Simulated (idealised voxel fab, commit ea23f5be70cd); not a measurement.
process module | voxel fin reveal
cross-section cut | 275 nm wide | cells 5 nm
A cross-section is a grid of square cells, given in bands from the top down. A band is one or more rows of cells.
Each band's line starts with the height of the band's top and of its bottom, in nm. Then come its materials from left to right, each with its width in nm. One material with "throughout" fills the band from edge to edge. "air" is empty space.
Height 0 is the level under which the wafer as received is all one material. The lowest band goes on downwards, as in "0 down".
A width such as "30 to 40" changes by the same amount from each row of cells to the next, from the band's top row to its bottom row.
"no change" after a step means that no cell of the cross-section changed.
closed voids: empty space of 8 cells or more with no open way to the top, each as width x height at its distance from the left edge, in nm
after a step's settings: what the simulator itself notes on the step
overlay nm, on a step with a mask: how far to the right of its planned place the mask lay; to the left if negative
plan
1 op RECEIVE | material Si
2 op CONFORMAL_DEP | material SiN | thk nm 10
3 op PATTERN | tone cover | mask id FINS | material resist | width nm 15 | pitch nm 35 | thk nm 20 | overlay nm -15
4 op DIRECTIONAL_ETCH | etch materials SiN | depth nm 10
5 op DIRECTIONAL_ETCH | etch materials Si | depth nm 40
6 op STRIP | etch materials resist
7 op OXIDIZE | depth nm 5
8 op FILL_DEP | material SiO2 | thk nm 15
9 op CMP | height nm 10
10 op SELECTIVE_ETCH | etch materials SiO2 | depth nm 25
11 op STRIP | etch materials SiN
12 op CONFORMAL_DEP | material HfO2 | thk nm 5
varied across the wafers: overlay nm of step 3. The plan shows the first wafer's value. All wafers start alike
first wafer as received, after step 1
  0 down: Si throughout
  closed voids: none
each wafer at the end: cells of each material gained (+) or lost (-) since it was received, then its closed voids
overlay nm -15 | +67 HfO2 | -477 Si | +318 SiO2 | closed voids: none
overlay nm -10 | +67 HfO2 | -477 Si | +318 SiO2 | closed voids: none
overlay nm -5 | +67 HfO2 | -477 Si | +318 SiO2 | closed voids: none
overlay nm 0 | +67 HfO2 | -477 Si | +318 SiO2 | closed voids: none
overlay nm 5 | +67 HfO2 | -477 Si | +318 SiO2 | closed voids: none
overlay nm 10 | +67 HfO2 | -477 Si | +318 SiO2 | closed voids: none
overlay nm 15 | +67 HfO2 | -477 Si | +318 SiO2 | closed voids: none
